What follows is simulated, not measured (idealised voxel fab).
process module | voxel transistor to metal
cross-section cut | 210 nm wide | cells 5 nm
A cross-section is a grid of square cells, given in bands from the top down. A band is one or more rows of cells.
Each band's line starts with the height of the band's top and of its bottom, in nm. Then come its materials from left to right, each with its width in nm. One material with "throughout" fills the band from edge to edge. "air" is empty space.
Height 0 is the level under which the wafer as received is all one material. The lowest band goes on downwards, as in "0 down".
A width such as "30 to 40" changes by the same amount from each row of cells to the next, from the band's top row to its bottom row.
"no change" after a step means that no cell of the cross-section changed.
closed voids: empty space of 8 cells or more with no open way to the top, each as width x height at its distance from the left edge, in nm
after a step's settings: what the simulator itself notes on the step
overlay nm, on a step with a mask: how far to the right of its planned place the mask lay; to the left if negative
plan
1 op RECEIVE | material Si
2 op CONFORMAL_DEP | material SiO2 | thk nm 5
3 op CONFORMAL_DEP | material SiN | thk nm 10
4 op MASKED_ETCH | tone cover | mask id ACTIVE | width nm 110 | etch materials SiN | depth nm 10 | overlay nm 0
5 op MASKED_ETCH | tone cover | mask id ACTIVE | width nm 110 | etch materials SiO2 | depth nm 5 | overlay nm 0
6 op MASKED_ETCH | tone cover | mask id ACTIVE | width nm 110 | etch materials Si | depth nm 25 | overlay nm 0
7 op FILL_DEP | material SiO2 | thk nm 10
8 op CMP | height nm 15
9 op SELECTIVE_ETCH | etch materials SiO2 | depth nm 5
10 op STRIP | etch materials SiN
11 op SELECTIVE_ETCH | etch materials SiO2 | depth nm 5
12 op OXIDIZE | depth nm 5
13 op DIRECTIONAL_DEP | material polySi | thk nm 25
14 op DIRECTIONAL_DEP | material SiCN | thk nm 15
15 op MASKED_ETCH | tone cover | mask id GATE | width nm 30 | etch materials SiCN | depth nm 25 | overlay nm 0
16 op MASKED_ETCH | tone cover | mask id GATE | width nm 30 | etch materials polySi | depth nm 35 | overlay nm 0
17 op CONFORMAL_DEP | material SiN | thk nm 5
18 op DIRECTIONAL_ETCH | etch materials SiN | depth nm 5
19 op DIRECTIONAL_ETCH | etch materials SiO2 | depth nm 5
20 op DIRECTIONAL_ETCH | etch materials Si | depth nm 15
21 op EPI | material pSi | thk nm 15
22 op FILL_DEP | material SiO2 | thk nm 5
23 op CMP | height nm 25
24 op STRIP | etch materials polySi
25 op SELECTIVE_ETCH | etch materials SiO2 | depth nm 5
26 op CONFORMAL_DEP | material HfO2 | thk nm 5
27 op CONFORMAL_DEP | material TiN | thk nm 5
28 op FILL_DEP | material W | thk nm 5
29 op CMP | height nm 20
30 op DIRECTIONAL_DEP | material SiO2 | thk nm 15
31 op DIRECTIONAL_DEP | material aC | thk nm 15
32 op PATTERN | tone open | mask id CONTACT | material resist | width nm 15 | pitch nm 75 | thk nm 35 | overlay nm 0
33 op DIRECTIONAL_ETCH | etch materials aC | depth nm 15
34 op STRIP | etch materials resist
35 op DIRECTIONAL_ETCH | etch materials SiO2 | depth nm 40
36 op STRIP | etch materials aC
37 op CONFORMAL_DEP | material TiN | thk nm 5
38 op FILL_DEP | material Ru | thk nm 10
39 op CMP | height nm 35
40 op CONFORMAL_DEP | material SiCN | thk nm 5
41 op DIRECTIONAL_DEP | material lowk | thk nm 25
42 op MASKED_ETCH | tone open | mask id METAL_1 | width nm 15 | pitch nm 75 | etch materials lowk | depth nm 25 | overlay nm 0
43 op MASKED_ETCH | tone open | mask id METAL_1 | width nm 15 | pitch nm 75 | etch materials SiCN | depth nm 5 | overlay nm 0
44 op CONFORMAL_DEP | material TiN | thk nm 5
45 op FILL_DEP | material Cu | thk nm 10
46 op CMP | height nm 65
47 op CONFORMAL_DEP | material SiN | thk nm 5
first wafer, as planned
as received, after step 1
  0 down: Si throughout
  closed voids: none
after step 2
  5 to 0: SiO2 throughout
  below 0: unchanged
after step 3
  15 to 5: SiN throughout
  below 5: unchanged
after step 4
  15 to 5: air 50 | SiN 110 | air 50
  below 5: unchanged
after step 5
  15 to 5: air 50 | SiN 110 | air 50
  5 to 0: air 50 | SiO2 110 | air 50
  below 0: unchanged
after step 6
  15 to 5: air 50 | SiN 110 | air 50
  5 to 0: air 50 | SiO2 110 | air 50
  0 to -25: air 50 | Si 110 | air 50
  below -25: unchanged
after step 7
  25 to 15: SiO2 throughout
  15 to 5: SiO2 50 | SiN 110 | SiO2 50
  5 to 0: SiO2 throughout
  0 to -25: SiO2 50 | Si 110 | SiO2 50
  below -25: unchanged
after step 8
  15 to 5: SiO2 50 | SiN 110 | SiO2 50
  below 5: unchanged
after step 9
  15 to 10: air 50 | SiN 110 | air 50
  below 10: unchanged
after step 10
  10 to 5: SiO2 50 | air 110 | SiO2 50
  below 5: unchanged
after step 11
  5 to 0: SiO2 45 | air 120 | SiO2 45
  below 0: unchanged
after step 12
  5 to 0: SiO2 45 | air 120 | SiO2 45
  0 to -5: SiO2 throughout
  below -5: unchanged
after step 13
  30 to 25: polySi 45 | air 120 | polySi 45
  25 to 5: polySi throughout
  5 to 0: SiO2 45 | polySi 120 | SiO2 45
  below 0: unchanged
after step 14
  45 to 40: SiCN 45 | air 120 | SiCN 45
  40 to 30: SiCN throughout
  30 to 25: polySi 45 | SiCN 120 | polySi 45
  below 25: unchanged
after step 15
  40 to 30: air 90 | SiCN 30 | air 90
  30 to 25: polySi 45 | air 45 | SiCN 30 | air 45 | polySi 45
  below 25: unchanged
after step 16
  40 to 25: air 90 | SiCN 30 | air 90
  25 to 5: air 90 | polySi 30 | air 90
  5 to 0: SiO2 45 | air 45 | polySi 30 | air 45 | SiO2 45
  below 0: unchanged
after step 17
  45 to 40: air 85 | SiN 40 | air 85
  40 to 25: air 85 | SiN 5 | SiCN 30 | SiN 5 | air 85
  25 to 10: air 85 | SiN 5 | polySi 30 | SiN 5 | air 85
  10 to 5: SiN 50 | air 35 | SiN 5 | polySi 30 | SiN 5 | air 35 | SiN 50
  5 to 0: SiO2 45 | SiN 45 | polySi 30 | SiN 45 | SiO2 45
  below 0: unchanged
after step 18
  40 to 25: air 85 | SiN 5 | SiCN 30 | SiN 5 | air 85
  25 to 5: air 85 | SiN 5 | polySi 30 | SiN 5 | air 85
  5 to 0: SiO2 45 | SiN 5 | air 35 | SiN 5 | polySi 30 | SiN 5 | air 35 | SiN 5 | SiO2 45
  below 0: unchanged
after step 19
  40 to 25: air 85 | SiN 5 | SiCN 30 | SiN 5 | air 85
  25 to 5: air 85 | SiN 5 | polySi 30 | SiN 5 | air 85
  5 to 0: air 45 | SiN 5 | air 35 | SiN 5 | polySi 30 | SiN 5 | air 35 | SiN 5 | air 45
  0 to -5: SiO2 50 | air 35 | SiO2 40 | air 35 | SiO2 50
  below -5: unchanged
after step 20
  40 to 25: air 85 | SiN 5 | SiCN 30 | SiN 5 | air 85
  25 to 5: air 85 | SiN 5 | polySi 30 | SiN 5 | air 85
  5 to 0: air 45 | SiN 5 | air 35 | SiN 5 | polySi 30 | SiN 5 | air 35 | SiN 5 | air 45
  0 to -5: SiO2 50 | air 35 | SiO2 40 | air 35 | SiO2 50
  -5 to -20: SiO2 50 | air 35 | Si 40 | air 35 | SiO2 50
  below -20: unchanged
after step 21
  40 to 25: air 85 | SiN 5 | SiCN 30 | SiN 5 | air 85
  25 to 10: air 85 | SiN 5 | polySi 30 | SiN 5 | air 85
  10 to 5: air 70 | pSi 15 | SiN 5 | polySi 30 | SiN 5 | pSi 15 | air 70
  5 to 0: air 45 | SiN 5 | air 20 | pSi 15 | SiN 5 | polySi 30 | SiN 5 | pSi 15 | air 20 | SiN 5 | air 45
  0 to -5: SiO2 50 | air 20 | pSi 15 | SiO2 40 | pSi 15 | air 20 | SiO2 50
  -5 to -20: SiO2 50 | pSi 35 | Si 40 | pSi 35 | SiO2 50
  below -20: unchanged
after step 22
  45 to 40: SiO2 throughout
  40 to 25: SiO2 85 | SiN 5 | SiCN 30 | SiN 5 | SiO2 85
  25 to 10: SiO2 85 | SiN 5 | polySi 30 | SiN 5 | SiO2 85
  10 to 5: SiO2 70 | pSi 15 | SiN 5 | polySi 30 | SiN 5 | pSi 15 | SiO2 70
  5 to 0: SiO2 45 | SiN 5 | SiO2 20 | pSi 15 | SiN 5 | polySi 30 | SiN 5 | pSi 15 | SiO2 20 | SiN 5 | SiO2 45
  0 to -5: SiO2 70 | pSi 15 | SiO2 40 | pSi 15 | SiO2 70
  below -5: unchanged
after step 23
  25 to 10: SiO2 85 | SiN 5 | polySi 30 | SiN 5 | SiO2 85
  below 10: unchanged
after step 24
  25 to 10: SiO2 85 | SiN 5 | air 30 | SiN 5 | SiO2 85
  10 to 5: SiO2 70 | pSi 15 | SiN 5 | air 30 | SiN 5 | pSi 15 | SiO2 70
  5 to 0: SiO2 45 | SiN 5 | SiO2 20 | pSi 15 | SiN 5 | air 30 | SiN 5 | pSi 15 | SiO2 20 | SiN 5 | SiO2 45
  below 0: unchanged
after step 25
  25 to 20: air 85 | SiN 5 | air 30 | SiN 5 | air 85
  20 to 10: SiO2 85 | SiN 5 | air 30 | SiN 5 | SiO2 85
  10 to 5: SiO2 70 | pSi 15 | SiN 5 | air 30 | SiN 5 | pSi 15 | SiO2 70
  5 to 0: SiO2 45 | SiN 5 | SiO2 20 | pSi 15 | SiN 5 | air 30 | SiN 5 | pSi 15 | SiO2 20 | SiN 5 | SiO2 45
  0 to -5: SiO2 70 | pSi 15 | air 40 | pSi 15 | SiO2 70
  below -5: unchanged
after step 26
  30 to 25: air 80 | HfO2 15 | air 20 | HfO2 15 | air 80
  25 to 20: HfO2 85 | SiN 5 | HfO2 5 | air 20 | HfO2 5 | SiN 5 | HfO2 85
  20 to 10: SiO2 85 | SiN 5 | HfO2 5 | air 20 | HfO2 5 | SiN 5 | SiO2 85
  10 to 5: SiO2 70 | pSi 15 | SiN 5 | HfO2 5 | air 20 | HfO2 5 | SiN 5 | pSi 15 | SiO2 70
  5 to 0: SiO2 45 | SiN 5 | SiO2 20 | pSi 15 | SiN 5 | HfO2 5 | air 20 | HfO2 5 | SiN 5 | pSi 15 | SiO2 20 | SiN 5 | SiO2 45
  0 to -5: SiO2 70 | pSi 15 | HfO2 40 | pSi 15 | SiO2 70
  below -5: unchanged
after step 27
  35 to 30: air 75 | TiN 25 | air 10 | TiN 25 | air 75
  30 to 25: TiN 80 | HfO2 15 | TiN 5 | air 10 | TiN 5 | HfO2 15 | TiN 80
  25 to 20: HfO2 85 | SiN 5 | HfO2 5 | TiN 5 | air 10 | TiN 5 | HfO2 5 | SiN 5 | HfO2 85
  20 to 10: SiO2 85 | SiN 5 | HfO2 5 | TiN 5 | air 10 | TiN 5 | HfO2 5 | SiN 5 | SiO2 85
  10 to 5: SiO2 70 | pSi 15 | SiN 5 | HfO2 5 | TiN 5 | air 10 | TiN 5 | HfO2 5 | SiN 5 | pSi 15 | SiO2 70
  5 to 0: SiO2 45 | SiN 5 | SiO2 20 | pSi 15 | SiN 5 | HfO2 5 | TiN 20 | HfO2 5 | SiN 5 | pSi 15 | SiO2 20 | SiN 5 | SiO2 45
  below 0: unchanged
after step 28
  40 to 35: W throughout
  35 to 30: W 75 | TiN 25 | W 10 | TiN 25 | W 75
  30 to 25: TiN 80 | HfO2 15 | TiN 5 | W 10 | TiN 5 | HfO2 15 | TiN 80
  25 to 20: HfO2 85 | SiN 5 | HfO2 5 | TiN 5 | W 10 | TiN 5 | HfO2 5 | SiN 5 | HfO2 85
  20 to 10: SiO2 85 | SiN 5 | HfO2 5 | TiN 5 | W 10 | TiN 5 | HfO2 5 | SiN 5 | SiO2 85
  10 to 5: SiO2 70 | pSi 15 | SiN 5 | HfO2 5 | TiN 5 | W 10 | TiN 5 | HfO2 5 | SiN 5 | pSi 15 | SiO2 70
  below 5: unchanged
after step 29
  20 to 10: SiO2 85 | SiN 5 | HfO2 5 | TiN 5 | W 10 | TiN 5 | HfO2 5 | SiN 5 | SiO2 85
  below 10: unchanged
after step 30
  35 to 20: SiO2 throughout
  below 20: unchanged
after step 31
  50 to 35: aC throughout
  below 35: unchanged
after step 32
  85 to 50: resist 60 | air 15 | resist 60 | air 15 | resist 60
  below 50: unchanged
after step 33
  70 to 50: resist 60 | air 15 | resist 60 | air 15 | resist 60
  50 to 35: aC 60 | air 15 | aC 60 | air 15 | aC 60
  below 35: unchanged
after step 34
  50 to 35: aC 60 | air 15 | aC 60 | air 15 | aC 60
  below 35: unchanged
after step 35
  50 to 35: aC 60 | air 15 | aC 60 | air 15 | aC 60
  35 to 20: SiO2 60 | air 15 | SiO2 60 | air 15 | SiO2 60
  20 to 10: SiO2 60 | air 15 | SiO2 10 | SiN 5 | HfO2 5 | TiN 5 | W 10 | TiN 5 | HfO2 5 | SiN 5 | SiO2 10 | air 15 | SiO2 60
  10 to 5: SiO2 60 | air 10 | pSi 15 | SiN 5 | HfO2 5 | TiN 5 | W 10 | TiN 5 | HfO2 5 | SiN 5 | pSi 15 | air 10 | SiO2 60
  5 to 0: SiO2 45 | SiN 5 | SiO2 10 | air 10 | pSi 15 | SiN 5 | HfO2 5 | TiN 20 | HfO2 5 | SiN 5 | pSi 15 | air 10 | SiO2 10 | SiN 5 | SiO2 45
  0 to -5: SiO2 60 | air 10 | pSi 15 | HfO2 40 | pSi 15 | air 10 | SiO2 60
  below -5: unchanged
after step 36
  35 to 20: SiO2 60 | air 15 | SiO2 60 | air 15 | SiO2 60
  below 20: unchanged
after step 37
  40 to 35: TiN 65 | air 5 | TiN 70 | air 5 | TiN 65
  35 to 20: SiO2 60 | TiN 5 | air 5 | TiN 5 | SiO2 60 | TiN 5 | air 5 | TiN 5 | SiO2 60
  20 to 15: SiO2 60 | TiN 5 | air 5 | TiN 5 | SiO2 10 | SiN 5 | HfO2 5 | TiN 5 | W 10 | TiN 5 | HfO2 5 | SiN 5 | SiO2 10 | TiN 5 | air 5 | TiN 5 | SiO2 60
  15 to 10: SiO2 60 | TiN 15 | SiO2 10 | SiN 5 | HfO2 5 | TiN 5 | W 10 | TiN 5 | HfO2 5 | SiN 5 | SiO2 10 | TiN 15 | SiO2 60
  10 to 5: SiO2 60 | TiN 10 | pSi 15 | SiN 5 | HfO2 5 | TiN 5 | W 10 | TiN 5 | HfO2 5 | SiN 5 | pSi 15 | TiN 10 | SiO2 60
  5 to 0: SiO2 45 | SiN 5 | SiO2 10 | TiN 10 | pSi 15 | SiN 5 | HfO2 5 | TiN 20 | HfO2 5 | SiN 5 | pSi 15 | TiN 10 | SiO2 10 | SiN 5 | SiO2 45
  0 to -5: SiO2 60 | TiN 10 | pSi 15 | HfO2 40 | pSi 15 | TiN 10 | SiO2 60
  below -5: unchanged
after step 38
  50 to 40: Ru throughout
  40 to 35: TiN 65 | Ru 5 | TiN 70 | Ru 5 | TiN 65
  35 to 20: SiO2 60 | TiN 5 | Ru 5 | TiN 5 | SiO2 60 | TiN 5 | Ru 5 | TiN 5 | SiO2 60
  20 to 15: SiO2 60 | TiN 5 | Ru 5 | TiN 5 | SiO2 10 | SiN 5 | HfO2 5 | TiN 5 | W 10 | TiN 5 | HfO2 5 | SiN 5 | SiO2 10 | TiN 5 | Ru 5 | TiN 5 | SiO2 60
  below 15: unchanged
after step 39
  35 to 20: SiO2 60 | TiN 5 | Ru 5 | TiN 5 | SiO2 60 | TiN 5 | Ru 5 | TiN 5 | SiO2 60
  below 20: unchanged
after step 40
  40 to 35: SiCN throughout
  below 35: unchanged
after step 41
  65 to 40: lowk throughout
  below 40: unchanged
after step 42
  65 to 40: lowk 60 | air 15 | lowk 60 | air 15 | lowk 60
  below 40: unchanged
after step 43
  65 to 40: lowk 60 | air 15 | lowk 60 | air 15 | lowk 60
  40 to 35: SiCN 60 | air 15 | SiCN 60 | air 15 | SiCN 60
  below 35: unchanged
after step 44
  70 to 65: TiN 65 | air 5 | TiN 70 | air 5 | TiN 65
  65 to 40: lowk 60 | TiN 5 | air 5 | TiN 5 | lowk 60 | TiN 5 | air 5 | TiN 5 | lowk 60
  40 to 35: SiCN 60 | TiN 15 | SiCN 60 | TiN 15 | SiCN 60
  below 35: unchanged
after step 45
  80 to 70: Cu throughout
  70 to 65: TiN 65 | Cu 5 | TiN 70 | Cu 5 | TiN 65
  65 to 40: lowk 60 | TiN 5 | Cu 5 | TiN 5 | lowk 60 | TiN 5 | Cu 5 | TiN 5 | lowk 60
  below 40: unchanged
after step 46
  65 to 40: lowk 60 | TiN 5 | Cu 5 | TiN 5 | lowk 60 | TiN 5 | Cu 5 | TiN 5 | lowk 60
  below 40: unchanged
after step 47
  70 to 65: SiN throughout
  below 65: unchanged
second wafer: like start, like plan, one mistake. Through step 39 it matches the first wafer
when step 40 should have ended
  60 to 35: lowk throughout
  below 35: unchanged
when step 41 should have ended
  65 to 60: SiCN throughout
  below 60: unchanged
when step 42 should have ended: no change
when step 43 should have ended
  65 to 60: SiCN 60 | air 15 | SiCN 60 | air 15 | SiCN 60
  below 60: unchanged
when step 44 should have ended
  70 to 65: TiN 65 | air 5 | TiN 70 | air 5 | TiN 65
  65 to 60: SiCN 60 | TiN 15 | SiCN 60 | TiN 15 | SiCN 60
  below 60: unchanged
when step 45 should have ended
  80 to 70: Cu throughout
  70 to 65: TiN 65 | Cu 5 | TiN 70 | Cu 5 | TiN 65
  below 65: unchanged
when step 46 should have ended
  65 to 60: SiCN 60 | TiN 15 | SiCN 60 | TiN 15 | SiCN 60
  below 60: unchanged
when step 47 should have ended
  70 to 65: SiN throughout
  below 65: unchanged
what went wrong: steps 40 and 41 were swapped
at the end the second wafer has, in cells: 10 fewer of Cu | 20 fewer of TiN | 30 more of lowk
